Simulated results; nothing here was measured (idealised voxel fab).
process module | voxel transistor to metal
cross-section cut | 200 nm wide | cells 5 nm
A cross-section is a grid of square cells, given in bands from the top down. A band is one or more rows of cells.
Each band's line starts with the height of the band's top and of its bottom, in nm. Then come its materials from left to right, each with its width in nm. One material with "throughout" fills the band from edge to edge. "air" is empty space.
Height 0 is the level under which the wafer as received is all one material. The lowest band goes on downwards, as in "0 down".
A width such as "30 to 40" changes by the same amount from each row of cells to the next, from the band's top row to its bottom row.
"no change" after a step means that no cell of the cross-section changed.
closed voids: empty space of 8 cells or more with no open way to the top, each as width x height at its distance from the left edge, in nm
after a step's settings: what the simulator itself notes on the step
overlay nm, on a step with a mask: how far to the right of its planned place the mask lay; to the left if negative
plan
1 op RECEIVE | material Si
2 op CONFORMAL_DEP | material SiO2 | thk nm 5
3 op CONFORMAL_DEP | material SiN | thk nm 15
4 op MASKED_ETCH | tone cover | mask id ACTIVE | width nm 85 | etch materials SiN | depth nm 15 | overlay nm 0
5 op MASKED_ETCH | tone cover | mask id ACTIVE | width nm 85 | etch materials SiO2 | depth nm 5 | overlay nm 0
6 op MASKED_ETCH | tone cover | mask id ACTIVE | width nm 85 | etch materials Si | depth nm 25 | overlay nm 0
7 op OXIDIZE | depth nm 5
8 op FILL_DEP | material SiO2 | thk nm 15
9 op CMP | height nm 20
10 op SELECTIVE_ETCH | etch materials SiO2 | depth nm 10
11 op STRIP | etch materials SiN
12 op SELECTIVE_ETCH | etch materials SiO2 | depth nm 5
13 op OXIDIZE | depth nm 5
14 op DIRECTIONAL_DEP | material polySi | thk nm 30
15 op DIRECTIONAL_DEP | material SiCN | thk nm 15
16 op DIRECTIONAL_DEP | material aC | thk nm 10
17 op PATTERN | tone cover | mask id GATE | material resist | width nm 15 | thk nm 25 | overlay nm 0
18 op DIRECTIONAL_ETCH | etch materials aC | depth nm 10
19 op STRIP | etch materials resist
20 op DIRECTIONAL_ETCH | etch materials SiCN | depth nm 25
21 op DIRECTIONAL_ETCH | etch materials polySi | depth nm 40
22 op STRIP | etch materials aC
23 op CONFORMAL_DEP | material SiO2 | thk nm 5
24 op DIRECTIONAL_ETCH | etch materials SiO2 | depth nm 5
25 op CONFORMAL_DEP | material SiN | thk nm 10
26 op DIRECTIONAL_ETCH | etch materials SiN | depth nm 10
27 op DIRECTIONAL_ETCH | etch materials SiO2 | depth nm 5
28 op DIRECTIONAL_ETCH | etch materials Si | depth nm 15
29 op EPI | material nSi | thk nm 15
30 op FILL_DEP | material SiO2 | thk nm 5
31 op CMP | height nm 45
32 op DIRECTIONAL_DEP | material SiO2 | thk nm 10
33 op DIRECTIONAL_DEP | material aC | thk nm 10
34 op PATTERN | tone open | mask id CONTACT | material resist | width nm 15 | pitch nm 60 | thk nm 30 | overlay nm 0
35 op DIRECTIONAL_ETCH | etch materials aC | depth nm 10
36 op STRIP | etch materials resist
37 op DIRECTIONAL_ETCH | etch materials SiO2 | depth nm 45
38 op STRIP | etch materials aC
39 op CONFORMAL_DEP | material TiN | thk nm 5
40 op FILL_DEP | material W | thk nm 10
41 op CMP | height nm 55
42 op CONFORMAL_DEP | material SiCN | thk nm 5
43 op DIRECTIONAL_DEP | material SiO2 | thk nm 15
44 op PATTERN | tone open | mask id METAL_1 | material resist | width nm 15 | pitch nm 60 | thk nm 15 | overlay nm -15
45 op DIRECTIONAL_ETCH | etch materials SiO2 | depth nm 15
46 op DIRECTIONAL_ETCH | etch materials SiCN | depth nm 5
47 op STRIP | etch materials resist
48 op CONFORMAL_DEP | material TiN | thk nm 5
49 op FILL_DEP | material W | thk nm 10
50 op CMP | height nm 75
51 op CONFORMAL_DEP | material SiCN | thk nm 5
52 op DIRECTIONAL_DEP | material SiO2 | thk nm 25
53 op PATTERN | tone open | mask id METAL_2 | material resist | width nm 15 | pitch nm 60 | thk nm 20 | overlay nm 0
54 op DIRECTIONAL_ETCH | etch materials SiO2 | depth nm 15
55 op STRIP | etch materials resist
56 op PATTERN | tone open | mask id METAL_2_HOLES | material resist | width nm 15 | pitch nm 60 | thk nm 20 | overlay nm 0
57 op DIRECTIONAL_ETCH | etch materials SiO2 | depth nm 10
58 op DIRECTIONAL_ETCH | etch materials SiCN | depth nm 5
59 op STRIP | etch materials resist
60 op CONFORMAL_DEP | material TiN | thk nm 5
61 op FILL_DEP | material Ru | thk nm 5
62 op CMP | height nm 105
63 op CONFORMAL_DEP | material SiCN | thk nm 5
varied across the wafers: overlay nm of step 44. The plan shows the first wafer's value. All wafers start alike
first wafer as received, after step 1
  0 down: Si throughout
  closed voids: none
each wafer at the end: cells of each material gained (+) or lost (-) since it was received, then its closed voids
overlay nm -15 | +10 Ru | -177 Si | +117 SiCN | +40 SiN | +742 SiO2 | +82 TiN | +22 W | +26 nSi | +18 polySi | closed voids: none
overlay nm -10 | +10 Ru | -177 Si | +117 SiCN | +40 SiN | +742 SiO2 | +82 TiN | +22 W | +26 nSi | +18 polySi | closed voids: none
overlay nm -5 | +10 Ru | -177 Si | +117 SiCN | +40 SiN | +742 SiO2 | +82 TiN | +22 W | +26 nSi | +18 polySi | closed voids: none
overlay nm 0 | +10 Ru | -177 Si | +117 SiCN | +40 SiN | +742 SiO2 | +82 TiN | +22 W | +26 nSi | +18 polySi | closed voids: none
overlay nm 5 | +10 Ru | -177 Si | +117 SiCN | +40 SiN | +742 SiO2 | +82 TiN | +22 W | +26 nSi | +18 polySi | closed voids: none
overlay nm 10 | +10 Ru | -177 Si | +117 SiCN | +40 SiN | +742 SiO2 | +82 TiN | +22 W | +26 nSi | +18 polySi | closed voids: none
overlay nm 15 | +10 Ru | -177 Si | +117 SiCN | +40 SiN | +742 SiO2 | +82 TiN | +22 W | +26 nSi | +18 polySi | closed voids: none
